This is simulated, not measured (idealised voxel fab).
The process module that follows is named voxel transistor to metal.
FYI the section here is cut, 205 nm wide, cells are 5 nm squares.
Cross-sections here: square-cell grids, written as top-down lists of bands, a band being one or more rows of cells.
The band entry comprises the height of the band's top followed by the height of its bottom, expressed in nm, and subsequently the band's materials from left to right, each stated together with its width in nm. Where a single material is marked with the word "full width", that material fills the band from edge to edge. The word "blank" represents empty space.
Height is counted from the level 0, under which the received wafer is composed throughout of one material. The lowest of the bands is not closed at the bottom but continues downward, in the notation "0 down".
With a width like "30->40", each row of cells in the band differs from the next by the same amount, the top row carrying the first number and the bottom row the second.
Step note "identical to before" = no cross-section cell changed.
Heads up: "Fully sealed voids" only lists the empty pockets with no open path to the top that are 8 cells or more, and it writes them as width x height at distance, distance from the left edge, in nm.
The remark found on a step's line after its settings is issued by the simulator itself and pertains to that step.
overlay nm, on a step with a mask: how far to the right of its planned place the mask lay; to the left if negative
Listed below are the process steps as planned:
1: RECEIVE, material Si
2: CONFORMAL_DEP, material SiO2, thk nm 5
3: CONFORMAL_DEP, material SiN, thk nm 15
4: PATTERN, tone cover, mask id ACTIVE, material resist, width nm 105, thk nm 20, overlay nm 0
5: DIRECTIONAL_ETCH, etch materials SiN, depth nm 15
6: DIRECTIONAL_ETCH, etch materials SiO2, depth nm 5
7: DIRECTIONAL_ETCH, etch materials Si, depth nm 30
8: STRIP, etch materials resist
9: OXIDIZE, depth nm 5
10: FILL_DEP, material SiO2, thk nm 15
11: CMP, height nm 20
12: SELECTIVE_ETCH, etch materials SiO2, depth nm 15
13: STRIP, etch materials SiN
14: SELECTIVE_ETCH, etch materials SiO2, depth nm 5
15: OXIDIZE, depth nm 5
16: DIRECTIONAL_DEP, material polySi, thk nm 25
17: DIRECTIONAL_DEP, material SiCN, thk nm 10
18: PATTERN, tone cover, mask id GATE, material resist, width nm 25, thk nm 15, overlay nm 0
19: DIRECTIONAL_ETCH, etch materials SiCN, depth nm 20
20: DIRECTIONAL_ETCH, etch materials polySi, depth nm 35
21: STRIP, etch materials resist
22: CONFORMAL_DEP, material SiN, thk nm 10
23: DIRECTIONAL_ETCH, etch materials SiN, depth nm 10
24: DIRECTIONAL_ETCH, etch materials SiO2, depth nm 5
25: EPI, material nSi, thk nm 5
26: FILL_DEP, material SiO2, thk nm 10
27: CMP, height nm 25
28: STRIP, etch materials polySi
29: SELECTIVE_ETCH, etch materials SiO2, depth nm 5
30: CONFORMAL_DEP, material HfO2, thk nm 5
31: CONFORMAL_DEP, material TiN, thk nm 5
32: FILL_DEP, material W, thk nm 10
33: CMP, height nm 20
34: DIRECTIONAL_DEP, material SiO2, thk nm 15
35: MASKED_ETCH, tone open, mask id CONTACT, width nm 15, pitch nm 80, etch materials SiO2, depth nm 35, overlay nm 0
36: CONFORMAL_DEP, material TiN, thk nm 5
37: FILL_DEP, material W, thk nm 5
38: CMP, height nm 35
39: DIRECTIONAL_DEP, material TiN, thk nm 5
40: DIRECTIONAL_DEP, material W, thk nm 15
41: DIRECTIONAL_DEP, material aC, thk nm 10
42: PATTERN, tone cover, mask id METAL_1, material resist, width nm 15, pitch nm 80, thk nm 25, overlay nm 0
43: DIRECTIONAL_ETCH, etch materials aC, depth nm 10
44: STRIP, etch materials resist
45: DIRECTIONAL_ETCH, etch materials W, depth nm 15
46: DIRECTIONAL_ETCH, etch materials TiN, depth nm 5
47: STRIP, etch materials aC
48: CONFORMAL_DEP, material SiCN, thk nm 5
49: FILL_DEP, material SiO2, thk nm 10
50: CMP, height nm 55
51: CONFORMAL_DEP, material SiCN, thk nm 5
52: DIRECTIONAL_DEP, material SiO2, thk nm 30
53: MASKED_ETCH, tone open, mask id METAL_2, width nm 15, pitch nm 80, etch materials SiO2, depth nm 20, overlay nm 0
54: DIRECTIONAL_DEP, material aC, thk nm 15
55: PATTERN, tone open, mask id METAL_2_HOLES, material resist, width nm 15, pitch nm 80, thk nm 35, overlay nm 0
56: DIRECTIONAL_ETCH, etch materials aC, depth nm 15
57: STRIP, etch materials resist
58: DIRECTIONAL_ETCH, etch materials SiO2, depth nm 10
59: DIRECTIONAL_ETCH, etch materials SiCN, depth nm 5
60: STRIP, etch materials aC
61: CONFORMAL_DEP, material TiN, thk nm 5
62: FILL_DEP, material Cu, thk nm 5
63: CMP, height nm 90
64: CONFORMAL_DEP, material SiCN, thk nm 5
Here's what the wafer looked like in cross-section when it arrived - that's after step 1:
  0 down: Si full width
  Fully sealed voids: none
The plan above was carried out on the starting structure above with one mistake, and this cross-section shows the wafer at the end of the module:
  95 to 90: SiCN full width
  90 to 60: SiO2 55 nm / TiN 5 nm / Cu 5 nm / TiN 5 nm / SiO2 65 nm / TiN 5 nm / Cu 5 nm / TiN 5 nm / SiO2 55 nm
  60 to 55: SiCN 55 nm / TiN 15 nm / SiCN 65 nm / TiN 15 nm / SiCN 55 nm
  55 to 40: SiO2 50 nm / SiCN 5 nm / W 15 nm / SiCN 5 nm / SiO2 55 nm / SiCN 5 nm / W 15 nm / SiCN 5 nm / SiO2 50 nm
  40 to 35: SiCN 55 nm / TiN 15 nm / SiCN 65 nm / TiN 15 nm / SiCN 55 nm
  35 to 20: SiO2 55 nm / TiN 5 nm / W 5 nm / TiN 5 nm / SiO2 65 nm / TiN 5 nm / W 5 nm / TiN 5 nm / SiO2 55 nm
  20 to 5: SiO2 55 nm / TiN 5 nm / W 5 nm / TiN 5 nm / SiO2 10 nm / SiN 10 nm / HfO2 5 nm / TiN 5 nm / W 5 nm / TiN 5 nm / HfO2 5 nm / SiN 10 nm / SiO2 10 nm / TiN 5 nm / W 5 nm / TiN 5 nm / SiO2 55 nm
  5 to 0: SiO2 55 nm / TiN 15 nm / SiO2 10 nm / SiN 10 nm / HfO2 5 nm / TiN 15 nm / HfO2 5 nm / SiN 10 nm / SiO2 10 nm / TiN 15 nm / SiO2 55 nm
  0 to -5: SiO2 45 nm / SiN 10 nm / nSi 25 nm / SiO2 5 nm / HfO2 35 nm / SiO2 5 nm / nSi 25 nm / SiN 10 nm / SiO2 45 nm
  -5 to -15: SiO2 45 nm / SiN 10 nm / SiO2 5 nm / Si 85 nm / SiO2 5 nm / SiN 10 nm / SiO2 45 nm
  -15 to -20: SiO2 60 nm / Si 85 nm / SiO2 60 nm
  -20 to -35: SiO2 55 nm / Si 95 nm / SiO2 55 nm
  -35 down: Si full width
  Fully sealed voids: none
What was the processing mistake? plan step 12 was twice executed
